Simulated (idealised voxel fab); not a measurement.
The name of this process module is voxel ribs on slabs.
Displayed cross-section: cut, width of 255 nm, square cells sized 5 nm.
Cross-section format: a grid of square cells, given as bands from top to bottom; each band is one or more rows of cells.
Basically the band line says how high the top is and how high the bottom is, in nm, and then what's in it from left to right, every material with its width in nm. Empty space shows up as "empty", and if a single material carries "everywhere" it runs the full band edge to edge.
Height 0 is the level under which the wafer as received is all one material. The lowest band goes on downwards, as in "0 down".
So if you see something like "30->40" for the width, read it as the top row of the band sitting at the first number and the bottom row at the second, with every row in between moving by the same amount as the last.
For the purposes of this document, the phrase "nothing got changed" attached to a step denotes that no cell within the cross-section was modified by that step.
"Unvented internal voids" lists enclosed empty spaces (at least 8 cells, no open path upward to the top), each as width x height at distance from the left edge, in nm.
What comes after the settings on a step's line is commentary from the simulator itself on that step.
The setting "overlay nm" may be written on the line of a step. When the step uses a mask, the value reports how far to the right of the planned place the mask lay, and a negative value reports that it lay to the left.
For the reader: what remains of this document is a series of pairs, each showing a cross-section before one process step and a cross-section after that step which reaches down only to the lowest band that changed, with the step between them and its settings set out under the pair. It should not be assumed that a pair continues from the pair above it; the pairs can come from different runs of this module on the same starting wafer, and such continuity exists only where the entry headed "Pre-step" says so.

**Pre-step**
    115 to 85: 110 resist, then 30 empty, then 115 resist
    85 to 70: aC everywhere
    70 to 60: W everywhere
    60 to 45: SiO2 everywhere
    45 to 35: 115 SiO2, then 20 polySi, then 120 SiO2
    35 to 30: 85 SiO2, then 80 polySi, then 90 SiO2
    30 to 0: SiO2 everywhere
    0 down: Si everywhere
    Unvented internal voids: none

**Cross-Section After Step**
    100 to 85: 110 resist, then 30 empty, then 115 resist
    85 to 70: 110 aC, then 30 empty, then 115 aC
    Below a height of 70, the structure has not been altered.
    Unvented internal voids: none
Operation between the pre and post cross-sections above: DIRECTIONAL_ETCH [etch materials aC] [depth nm 15]

Pre-step: see the after view in the pair directly above.

**Cross-Section After Step**
    85 to 70: 110 aC, then 30 empty, then 115 aC
    Below a height of 70, the structure has not been altered.
    Unvented internal voids: none
Operation between the pre and post cross-sections above: STRIP [etch materials resist]

Pre-step: see the after view in the pair directly above.

**Cross-Section After Step**
    85 to 70: 110 aC, then 30 empty, then 115 aC
    70 to 60: 110 W, then 30 empty, then 115 W
    Below a height of 60, the structure has not been altered.
    Unvented internal voids: none
Operation between the pre and post cross-sections above: DIRECTIONAL_ETCH [etch materials W] [depth nm 10]

Pre-step: see the after view in the pair directly above.

**Cross-Section After Step**
    70 to 60: 110 W, then 30 empty, then 115 W
    Below a height of 60, the structure has not been altered.
    Unvented internal voids: none
Operation between the pre and post cross-sections above: STRIP [etch materials aC]

Pre-step: see the after view in the pair directly above.

**Cross-Section After Step**
    80 to 70: 120 SiO2, then 10 empty, then 125 SiO2
    70 to 60: 110 W, then 30 SiO2, then 115 W
    Below a height of 60, the structure has not been altered.
    Unvented internal voids: none
Operation between the pre and post cross-sections above: CONFORMAL_DEP [material SiO2] [thk nm 10]
